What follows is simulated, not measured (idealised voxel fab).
The document below concerns the process module designated voxel wiring stack.
Square cells of 5 nm make up the cross-section cut, whose width is 200 nm.
Reading order for cross-sections: top band down to bottom band. Underlying form: a grid of square cells. Band size: one or more rows of cells. Look at the band entry: it leads with the top's height and the bottom's height in nm. Then it lists the materials left to right, with a width in nm for each. The word "everywhere" on a single material says that material fills the band edge to edge. The word "empty" is empty space. Counting heights begins at 0, where everything beneath is, in the wafer as received, one material. The lowest band has no bottom; it goes on downwards, as "0 -> down" shows. A width such as "30..40" changes by the same amount from each row of cells to the next, from the band's top row to its bottom row. The cross-section has no changed cell in any step marked "everything unchanged". So "Entrapped void list" is basically the list of trapped voids: any empty space of 8 cells or more that can't reach the top through an opening. They're written width x height at distance, the distance being from the left edge, and it's all nm. It should be noted that, on the line of a given step, the content following the step's settings is a remark produced by the simulator itself with respect to that step. overlay nm: right-of-plan distance of the mask on a masked step; negative values mean left-of-plan.
## Planned step list for the process
step 1: RECEIVE [material Si]
step 2: CONFORMAL_DEP [material SiO2] [thk nm 15]
step 3: DIRECTIONAL_DEP [material TiN] [thk nm 5]
step 4: DIRECTIONAL_DEP [material Ru] [thk nm 15]
step 5: MASKED_ETCH [tone cover] [mask id METAL_1] [width nm 30] [pitch nm 60] [etch materials Ru] [depth nm 15] [overlay nm 0]
step 6: MASKED_ETCH [tone cover] [mask id METAL_1] [width nm 30] [pitch nm 60] [etch materials TiN] [depth nm 5] [overlay nm 0]
step 7: FILL_DEP [material lowk] [thk nm 5]
step 8: CMP [height nm 35]
step 9: CONFORMAL_DEP [material SiCN] [thk nm 5]
step 10: DIRECTIONAL_DEP [material lowk] [thk nm 20]
step 11: PATTERN [tone open] [mask id PLUG_1] [material resist] [width nm 15] [pitch nm 60] [thk nm 15] [overlay nm 0]
step 12: DIRECTIONAL_ETCH [etch materials lowk] [depth nm 20]
step 13: DIRECTIONAL_ETCH [etch materials SiCN] [depth nm 5]
step 14: STRIP [etch materials resist]
step 15: CONFORMAL_DEP [material TiN] [thk nm 5]
step 16: FILL_DEP [material Cu] [thk nm 5]
step 17: CMP [height nm 60]
step 18: DIRECTIONAL_DEP [material TiN] [thk nm 5]
step 19: DIRECTIONAL_DEP [material W] [thk nm 15]
step 20: PATTERN [tone cover] [mask id METAL_2] [material resist] [width nm 30] [pitch nm 60] [thk nm 20] [overlay nm 0]
step 21: DIRECTIONAL_ETCH [etch materials W] [depth nm 15]
step 22: DIRECTIONAL_ETCH [etch materials TiN] [depth nm 5]
step 23: STRIP [etch materials resist]
step 24: CONFORMAL_DEP [material SiCN] [thk nm 5]
step 25: FILL_DEP [material lowk] [thk nm 10]
step 26: CMP [height nm 80]
step 27: CONFORMAL_DEP [material SiCN] [thk nm 5]
step 28: DIRECTIONAL_DEP [material SiO2] [thk nm 20]
step 29: MASKED_ETCH [tone open] [mask id PLUG_2] [width nm 15] [pitch nm 60] [etch materials SiO2] [depth nm 20] [overlay nm 0]
step 30: MASKED_ETCH [tone open] [mask id PLUG_2] [width nm 15] [pitch nm 60] [etch materials SiCN] [depth nm 5] [overlay nm 0]
step 31: EPI [material Ru] [thk nm 10]
step 32: EPI [material Ru] [thk nm 10]
step 33: EPI [material Ru] [thk nm 5]
step 34: DIRECTIONAL_DEP [material TiN] [thk nm 5]
step 35: DIRECTIONAL_DEP [material W] [thk nm 25]
step 36: MASKED_ETCH [tone cover] [mask id METAL_3] [width nm 30] [pitch nm 60] [etch materials W] [depth nm 25] [overlay nm 0]
step 37: MASKED_ETCH [tone cover] [mask id METAL_3] [width nm 30] [pitch nm 60] [etch materials TiN] [depth nm 5] [overlay nm 0]
step 38: CONFORMAL_DEP [material SiN] [thk nm 5]
step 39: FILL_DEP [material lowk] [thk nm 10]
step 40: CMP [height nm 135]
step 41: CONFORMAL_DEP [material SiN] [thk nm 5]
## First out of two wafers; run went to plan
## Cross-section: wafer on arrival = after step 1
    0 -> down: Si everywhere
    Entrapped void list: none
## State of the wafer after step 2, shown in cross-section
    15 -> 0: SiO2 everywhere
    No changes below 0.
## State of the wafer after step 3, shown in cross-section
    20 -> 15: TiN everywhere
    No changes below 15.
## State of the wafer after step 4, shown in cross-section
    35 -> 20: Ru everywhere
    No changes below 20.
## State of the wafer after step 5, shown in cross-section
    35 -> 20: 55 empty / 30 Ru / 30 empty / 30 Ru / 55 empty
    No changes below 20.
## State of the wafer after step 6, shown in cross-section
    35 -> 20: 55 empty / 30 Ru / 30 empty / 30 Ru / 55 empty
    20 -> 15: 55 empty / 30 TiN / 30 empty / 30 TiN / 55 empty
    No changes below 15.
## State of the wafer after step 7, shown in cross-section
    40 -> 35: lowk everywhere
    35 -> 20: 55 lowk / 30 Ru / 30 lowk / 30 Ru / 55 lowk
    20 -> 15: 55 lowk / 30 TiN / 30 lowk / 30 TiN / 55 lowk
    No changes below 15.
## State of the wafer after step 8, shown in cross-section
    35 -> 20: 55 lowk / 30 Ru / 30 lowk / 30 Ru / 55 lowk
    No changes below 20.
## State of the wafer after step 9, shown in cross-section
    40 -> 35: SiCN everywhere
    No changes below 35.
## State of the wafer after step 10, shown in cross-section
    60 -> 40: lowk everywhere
    No changes below 40.
## State of the wafer after step 11, shown in cross-section
    75 -> 60: 55 resist / 15 empty / 45 resist / 15 empty / 70 resist
    No changes below 60.
## State of the wafer after step 12, shown in cross-section
    75 -> 60: 55 resist / 15 empty / 45 resist / 15 empty / 70 resist
    60 -> 40: 55 lowk / 15 empty / 45 lowk / 15 empty / 70 lowk
    No changes below 40.
## State of the wafer after step 13, shown in cross-section
    75 -> 60: 55 resist / 15 empty / 45 resist / 15 empty / 70 resist
    60 -> 40: 55 lowk / 15 empty / 45 lowk / 15 empty / 70 lowk
    40 -> 35: 55 SiCN / 15 empty / 45 SiCN / 15 empty / 70 SiCN
    No changes below 35.
## State of the wafer after step 14, shown in cross-section
    60 -> 40: 55 lowk / 15 empty / 45 lowk / 15 empty / 70 lowk
    No changes below 40.
## State of the wafer after step 15, shown in cross-section
    65 -> 60: 60 TiN / 5 empty / 55 TiN / 5 empty / 75 TiN
    60 -> 40: 55 lowk / 5 TiN / 5 empty / 5 TiN / 45 lowk / 5 TiN / 5 empty / 5 TiN / 70 lowk
    40 -> 35: 55 SiCN / 15 TiN / 45 SiCN / 15 TiN / 70 SiCN
    No changes below 35.
## State of the wafer after step 16, shown in cross-section
    70 -> 65: Cu everywhere
    65 -> 60: 60 TiN / 5 Cu / 55 TiN / 5 Cu / 75 TiN
    60 -> 40: 55 lowk / 5 TiN / 5 Cu / 5 TiN / 45 lowk / 5 TiN / 5 Cu / 5 TiN / 70 lowk
    No changes below 40.
## State of the wafer after step 17, shown in cross-section
    60 -> 40: 55 lowk / 5 TiN / 5 Cu / 5 TiN / 45 lowk / 5 TiN / 5 Cu / 5 TiN / 70 lowk
    No changes below 40.
## State of the wafer after step 18, shown in cross-section
    65 -> 60: TiN everywhere
    No changes below 60.
## State of the wafer after step 19, shown in cross-section
    80 -> 65: W everywhere
    No changes below 65.
## State of the wafer after step 20, shown in cross-section
    100 -> 80: 55 empty / 30 resist / 30 empty / 30 resist / 55 empty
    No changes below 80.
## State of the wafer after step 21, shown in cross-section
    100 -> 80: 55 empty / 30 resist / 30 empty / 30 resist / 55 empty
    80 -> 65: 55 empty / 30 W / 30 empty / 30 W / 55 empty
    No changes below 65.
## State of the wafer after step 22, shown in cross-section
    100 -> 80: 55 empty / 30 resist / 30 empty / 30 resist / 55 empty
    80 -> 65: 55 empty / 30 W / 30 empty / 30 W / 55 empty
    65 -> 60: 55 empty / 30 TiN / 30 empty / 30 TiN / 55 empty
    No changes below 60.
## State of the wafer after step 23, shown in cross-section
    80 -> 65: 55 empty / 30 W / 30 empty / 30 W / 55 empty
    No changes below 65.
## State of the wafer after step 24, shown in cross-section
    85 -> 80: 50 empty / 40 SiCN / 20 empty / 40 SiCN / 50 empty
    80 -> 65: 50 empty / 5 SiCN / 30 W / 5 SiCN / 20 empty / 5 SiCN / 30 W / 5 SiCN / 50 empty
    65 -> 60: 55 SiCN / 30 TiN / 30 SiCN / 30 TiN / 55 SiCN
    No changes below 60.
## State of the wafer after step 25, shown in cross-section
    95 -> 85: lowk everywhere
    85 -> 80: 50 lowk / 40 SiCN / 20 lowk / 40 SiCN / 50 lowk
    80 -> 65: 50 lowk / 5 SiCN / 30 W / 5 SiCN / 20 lowk / 5 SiCN / 30 W / 5 SiCN / 50 lowk
    No changes below 65.
## State of the wafer after step 26, shown in cross-section
    80 -> 65: 50 lowk / 5 SiCN / 30 W / 5 SiCN / 20 lowk / 5 SiCN / 30 W / 5 SiCN / 50 lowk
    No changes below 65.
## State of the wafer after step 27, shown in cross-section
    85 -> 80: SiCN everywhere
    No changes below 80.
## State of the wafer after step 28, shown in cross-section
    105 -> 85: SiO2 everywhere
    No changes below 85.
## State of the wafer after step 29, shown in cross-section
    105 -> 85: 55 SiO2 / 15 empty / 45 SiO2 / 15 empty / 70 SiO2
    No changes below 85.
## State of the wafer after step 30, shown in cross-section
    105 -> 85: 55 SiO2 / 15 empty / 45 SiO2 / 15 empty / 70 SiO2
    85 -> 80: 55 SiCN / 15 empty / 45 SiCN / 15 empty / 70 SiCN
    No changes below 80.
## State of the wafer after step 31, shown in cross-section
    105 -> 90: 55 SiO2 / 15 empty / 45 SiO2 / 15 empty / 70 SiO2
    90 -> 85: 55 SiO2 / 15 Ru / 45 SiO2 / 15 Ru / 70 SiO2
    85 -> 80: 55 SiCN / 15 Ru / 45 SiCN / 15 Ru / 70 SiCN
    No changes below 80.
## State of the wafer after step 32, shown in cross-section
    105 -> 100: 55 SiO2 / 15 empty / 45 SiO2 / 15 empty / 70 SiO2
    100 -> 85: 55 SiO2 / 15 Ru / 45 SiO2 / 15 Ru / 70 SiO2
    No changes below 85.
## State of the wafer after step 33, shown in cross-section
    105 -> 85: 55 SiO2 / 15 Ru / 45 SiO2 / 15 Ru / 70 SiO2
    No changes below 85.
## State of the wafer after step 34, shown in cross-section
    110 -> 105: TiN everywhere
    No changes below 105.
## State of the wafer after step 35, shown in cross-section
    135 -> 110: W everywhere
    No changes below 110.
## State of the wafer after step 36, shown in cross-section
    135 -> 110: 55 empty / 30 W / 30 empty / 30 W / 55 empty
    No changes below 110.
## State of the wafer after step 37, shown in cross-section
    135 -> 110: 55 empty / 30 W / 30 empty / 30 W / 55 empty
    110 -> 105: 55 empty / 30 TiN / 30 empty / 30 TiN / 55 empty
    No changes below 105.
## State of the wafer after step 38, shown in cross-section
    140 -> 135: 50 empty / 40 SiN / 20 empty / 40 SiN / 50 empty
    135 -> 110: 50 empty / 5 SiN / 30 W / 5 SiN / 20 empty / 5 SiN / 30 W / 5 SiN / 50 empty
    110 -> 105: 55 SiN / 30 TiN / 30 SiN / 30 TiN / 55 SiN
    No changes below 105.
## State of the wafer after step 39, shown in cross-section
    150 -> 140: lowk everywhere
    140 -> 135: 50 lowk / 40 SiN / 20 lowk / 40 SiN / 50 lowk
    135 -> 110: 50 lowk / 5 SiN / 30 W / 5 SiN / 20 lowk / 5 SiN / 30 W / 5 SiN / 50 lowk
    No changes below 110.
## State of the wafer after step 40, shown in cross-section
    135 -> 110: 50 lowk / 5 SiN / 30 W / 5 SiN / 20 lowk / 5 SiN / 30 W / 5 SiN / 50 lowk
    No changes below 110.
## State of the wafer after step 41, shown in cross-section
    140 -> 135: SiN everywhere
    No changes below 135.
## The second wafer was prepared from the same starting point and under the same plan as the first; its processing contained one mistake, and it remains indistinguishable from the first wafer up to and including step 6
## The second wafer cut through, at the time step 7 was supposed to be finished
    40 -> 35: W everywhere
    35 -> 20: 55 W / 30 Ru / 30 W / 30 Ru / 55 W
    20 -> 15: 55 W / 30 TiN / 30 W / 30 TiN / 55 W
    No changes below 15.
## The second wafer cut through, at the time step 8 was supposed to be finished
    35 -> 20: 55 W / 30 Ru / 30 W / 30 Ru / 55 W
    No changes below 20.
## The second wafer cut through, at the time step 9 was supposed to be finished
    40 -> 35: SiCN everywhere
    No changes below 35.
## The second wafer cut through, at the time step 10 was supposed to be finished
    60 -> 40: lowk everywhere
    No changes below 40.
## The second wafer cut through, at the time step 11 was supposed to be finished
    75 -> 60: 55 resist / 15 empty / 45 resist / 15 empty / 70 resist
    No changes below 60.
## The second wafer cut through, at the time step 12 was supposed to be finished
    75 -> 60: 55 resist / 15 empty / 45 resist / 15 empty / 70 resist
    60 -> 40: 55 lowk / 15 empty / 45 lowk / 15 empty / 70 lowk
    No changes below 40.
## The second wafer cut through, at the time step 13 was supposed to be finished
    75 -> 60: 55 resist / 15 empty / 45 resist / 15 empty / 70 resist
    60 -> 40: 55 lowk / 15 empty / 45 lowk / 15 empty / 70 lowk
    40 -> 35: 55 SiCN / 15 empty / 45 SiCN / 15 empty / 70 SiCN
    No changes below 35.
## The second wafer cut through, at the time step 14 was supposed to be finished
    60 -> 40: 55 lowk / 15 empty / 45 lowk / 15 empty / 70 lowk
    No changes below 40.
## The second wafer cut through, at the time step 15 was supposed to be finished
    65 -> 60: 60 TiN / 5 empty / 55 TiN / 5 empty / 75 TiN
    60 -> 40: 55 lowk / 5 TiN / 5 empty / 5 TiN / 45 lowk / 5 TiN / 5 empty / 5 TiN / 70 lowk
    40 -> 35: 55 SiCN / 15 TiN / 45 SiCN / 15 TiN / 70 SiCN
    No changes below 35.
## The second wafer cut through, at the time step 16 was supposed to be finished
    70 -> 65: Cu everywhere
    65 -> 60: 60 TiN / 5 Cu / 55 TiN / 5 Cu / 75 TiN
    60 -> 40: 55 lowk / 5 TiN / 5 Cu / 5 TiN / 45 lowk / 5 TiN / 5 Cu / 5 TiN / 70 lowk
    No changes below 40.
## The second wafer cut through, at the time step 17 was supposed to be finished
    60 -> 40: 55 lowk / 5 TiN / 5 Cu / 5 TiN / 45 lowk / 5 TiN / 5 Cu / 5 TiN / 70 lowk
    No changes below 40.
## The second wafer cut through, at the time step 18 was supposed to be finished
    65 -> 60: TiN everywhere
    No changes below 60.
## The second wafer cut through, at the time step 19 was supposed to be finished
    80 -> 65: W everywhere
    No changes below 65.
## The second wafer cut through, at the time step 20 was supposed to be finished
    100 -> 80: 55 empty / 30 resist / 30 empty / 30 resist / 55 empty
    No changes below 80.
## The second wafer cut through, at the time step 21 was supposed to be finished
    100 -> 80: 55 empty / 30 resist / 30 empty / 30 resist / 55 empty
    80 -> 65: 55 empty / 30 W / 30 empty / 30 W / 55 empty
    No changes below 65.
## The second wafer cut through, at the time step 22 was supposed to be finished
    100 -> 80: 55 empty / 30 resist / 30 empty / 30 resist / 55 empty
    80 -> 65: 55 empty / 30 W / 30 empty / 30 W / 55 empty
    65 -> 60: 55 empty / 30 TiN / 30 empty / 30 TiN / 55 empty
    No changes below 60.
## The second wafer cut through, at the time step 23 was supposed to be finished
    80 -> 65: 55 empty / 30 W / 30 empty / 30 W / 55 empty
    No changes below 65.
## The second wafer cut through, at the time step 24 was supposed to be finished
    85 -> 80: 50 empty / 40 SiCN / 20 empty / 40 SiCN / 50 empty
    80 -> 65: 50 empty / 5 SiCN / 30 W / 5 SiCN / 20 empty / 5 SiCN / 30 W / 5 SiCN / 50 empty
    65 -> 60: 55 SiCN / 30 TiN / 30 SiCN / 30 TiN / 55 SiCN
    No changes below 60.
## The second wafer cut through, at the time step 25 was supposed to be finished
    95 -> 85: lowk everywhere
    85 -> 80: 50 lowk / 40 SiCN / 20 lowk / 40 SiCN / 50 lowk
    80 -> 65: 50 lowk / 5 SiCN / 30 W / 5 SiCN / 20 lowk / 5 SiCN / 30 W / 5 SiCN / 50 lowk
    No changes below 65.
## The second wafer cut through, at the time step 26 was supposed to be finished
    80 -> 65: 50 lowk / 5 SiCN / 30 W / 5 SiCN / 20 lowk / 5 SiCN / 30 W / 5 SiCN / 50 lowk
    No changes below 65.
## The second wafer cut through, at the time step 27 was supposed to be finished
    85 -> 80: SiCN everywhere
    No changes below 80.
## The second wafer cut through, at the time step 28 was supposed to be finished
    105 -> 85: SiO2 everywhere
    No changes below 85.
## The second wafer cut through, at the time step 29 was supposed to be finished
    105 -> 85: 55 SiO2 / 15 empty / 45 SiO2 / 15 empty / 70 SiO2
    No changes below 85.
## The second wafer cut through, at the time step 30 was supposed to be finished
    105 -> 85: 55 SiO2 / 15 empty / 45 SiO2 / 15 empty / 70 SiO2
    85 -> 80: 55 SiCN / 15 empty / 45 SiCN / 15 empty / 70 SiCN
    No changes below 80.
## The second wafer cut through, at the time step 31 was supposed to be finished
    105 -> 90: 55 SiO2 / 15 empty / 45 SiO2 / 15 empty / 70 SiO2
    90 -> 85: 55 SiO2 / 15 Ru / 45 SiO2 / 15 Ru / 70 SiO2
    85 -> 80: 55 SiCN / 15 Ru / 45 SiCN / 15 Ru / 70 SiCN
    No changes below 80.
## The second wafer cut through, at the time step 32 was supposed to be finished
    105 -> 100: 55 SiO2 / 15 empty / 45 SiO2 / 15 empty / 70 SiO2
    100 -> 85: 55 SiO2 / 15 Ru / 45 SiO2 / 15 Ru / 70 SiO2
    No changes below 85.
## The second wafer cut through, at the time step 33 was supposed to be finished
    105 -> 85: 55 SiO2 / 15 Ru / 45 SiO2 / 15 Ru / 70 SiO2
    No changes below 85.
## The second wafer cut through, at the time step 34 was supposed to be finished
    110 -> 105: TiN everywhere
    No changes below 105.
## The second wafer cut through, at the time step 35 was supposed to be finished
    135 -> 110: W everywhere
    No changes below 110.
## The second wafer cut through, at the time step 36 was supposed to be finished
    135 -> 110: 55 empty / 30 W / 30 empty / 30 W / 55 empty
    No changes below 110.
## The second wafer cut through, at the time step 37 was supposed to be finished
    135 -> 110: 55 empty / 30 W / 30 empty / 30 W / 55 empty
    110 -> 105: 55 empty / 30 TiN / 30 empty / 30 TiN / 55 empty
    No changes below 105.
## The second wafer cut through, at the time step 38 was supposed to be finished
    140 -> 135: 50 empty / 40 SiN / 20 empty / 40 SiN / 50 empty
    135 -> 110: 50 empty / 5 SiN / 30 W / 5 SiN / 20 empty / 5 SiN / 30 W / 5 SiN / 50 empty
    110 -> 105: 55 SiN / 30 TiN / 30 SiN / 30 TiN / 55 SiN
    No changes below 105.
## The second wafer cut through, at the time step 39 was supposed to be finished
    150 -> 140: lowk everywhere
    140 -> 135: 50 lowk / 40 SiN / 20 lowk / 40 SiN / 50 lowk
    135 -> 110: 50 lowk / 5 SiN / 30 W / 5 SiN / 20 lowk / 5 SiN / 30 W / 5 SiN / 50 lowk
    No changes below 110.
## The second wafer cut through, at the time step 40 was supposed to be finished
    135 -> 110: 50 lowk / 5 SiN / 30 W / 5 SiN / 20 lowk / 5 SiN / 30 W / 5 SiN / 50 lowk
    No changes below 110.
## The second wafer cut through, at the time step 41 was supposed to be finished
    140 -> 135: SiN everywhere
    No changes below 135.
The mistake made against the process plan was this: it should be noted that step 7 was executed with settings other than those planned, the operation and settings actually applied being FILL_DEP [material W] [thk nm 5]
The final cell counts differ between the wafers, with the second having more or fewer of some materials than the first: +112 W | -112 lowk
